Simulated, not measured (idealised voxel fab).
The process module that follows is named voxel tone inversion.
Cross-sectional view cut (width: 255 nm; square cell size: 5 nm).
For the purposes of this document, a cross-section shall be understood as a grid of square cells, specified as bands listed in top-to-bottom order, each band consisting of one or more rows of cells.
In this notation a band is specified by the heights of its top and bottom, in that order and in nm, after which its materials appear from left to right, each paired with its width in nm. The word "edge to edge" attached to a single material means that material fills the band from edge to edge; the word "empty" stands for empty space.
Counting heights begins at 0, where everything beneath is, in the wafer as received, one material. The lowest band has no bottom; it goes on downwards, as "0 down" shows.
Width: "30->40" (first number = top row, second number = bottom row, same change from row to row of cells).
Key: "remained the same" - step with no changed cell in the cross-section.
"Enclosed void entries" enumerates empty spaces isolated from the top, with no open way to it, that contain at least 8 cells, giving each as width x height at distance from the left edge, all three in nm.
Read whatever lies past the settings on a step's line as the simulator's own remark about the step.
For masked steps, "overlay nm" on the step line gives how far right of plan the mask actually lay; a minus sign means it lay to the left.
# These are the steps we planned for the process
| 1 | op RECEIVE | material Si |
| 2 | op CONFORMAL_DEP | material SiCN | thk nm 10 |
| 3 | op DIRECTIONAL_DEP | material aC | thk nm 20 |
| 4 | op PATTERN | tone cover | mask id POSTS | material resist | width nm 25 | pitch nm 50 | thk nm 25 | overlay nm 0 |
| 5 | op DIRECTIONAL_ETCH | etch materials aC | depth nm 20 |
| 6 | op STRIP | etch materials resist |
| 7 | op FILL_DEP | material SiO2 | thk nm 10 |
| 8 | op CMP | height nm 30 |
| 9 | op STRIP | etch materials aC |
# Wafer as received: cross-section following step 1
- 0 down  Si edge to edge
- Enclosed void entries: none
# Post-module cross-section: identical start and plan to those above, one misstep in execution
- 30 to 20  SiCN edge to edge
- 20 to 0  aC edge to edge
- 0 down  Si edge to edge
- Enclosed void entries: none
Run error: contrary to the plan, steps 2 and 3 were processed in exchanged order
